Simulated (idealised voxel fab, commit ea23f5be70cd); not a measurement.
process module | voxel released beams
cross-section cut | 200 nm wide | cells 5 nm
A cross-section is a grid of square cells, given in bands from the top down. A band is one or more rows of cells.
Each band's line starts with the height of the band's top and of its bottom, in nm. Then come its materials from left to right, each with its width in nm. One material with "throughout" fills the band from edge to edge. "air" is empty space.
Height 0 is the level under which the wafer as received is all one material. The lowest band goes on downwards, as in "0 down".
A width such as "30 to 40" changes by the same amount from each row of cells to the next, from the band's top row to its bottom row.
"no change" after a step means that no cell of the cross-section changed.
closed voids: empty space of 8 cells or more with no open way to the top, each as width x height at its distance from the left edge, in nm
after a step's settings: what the simulator itself notes on the step
overlay nm, on a step with a mask: how far to the right of its planned place the mask lay; to the left if negative
plan
1 op RECEIVE | material Si
2 op CONFORMAL_DEP | material SiN | thk nm 5
3 op DIRECTIONAL_DEP | material SiO2 | thk nm 20
4 op DIRECTIONAL_DEP | material aC | thk nm 15
5 op PATTERN | tone open | mask id ANCHOR | material resist | width nm 35 | thk nm 30 | overlay nm 0
6 op DIRECTIONAL_ETCH | etch materials aC | depth nm 15
7 op STRIP | etch materials resist
8 op DIRECTIONAL_ETCH | etch materials SiO2 | depth nm 20
9 op STRIP | etch materials aC
10 op CONFORMAL_DEP | material TiN | thk nm 15
11 op PATTERN | tone cover | mask id BEAM | material resist | width nm 80 | thk nm 20 | overlay nm 0
12 op DIRECTIONAL_ETCH | etch materials TiN | depth nm 15
13 op STRIP | etch materials resist
14 op STRIP | etch materials SiO2
as received, after step 1
  0 down: Si throughout
  closed voids: none
first wafer at the end, as planned
  40 to 25: air 55 | TiN 20 | air 5 | TiN 55 | air 65
  25 to 20: air 60 | TiN 15 | air 5 | TiN 15 | air 105
  20 to 5: air 60 | TiN 35 | air 105
  5 to 0: SiN throughout
  0 down: Si throughout
  closed voids: none
second wafer at the end: like start, like plan, one mistake
  40 to 25: air 55 | TiN 80 | air 65
  25 to 20: SiN throughout
  20 to 0: SiO2 throughout
  0 down: Si throughout
  closed voids: none
what went wrong: steps 2 and 3 were swapped
at the end the second wafer has, in cells: 160 more of SiO2 | 24 fewer of TiN
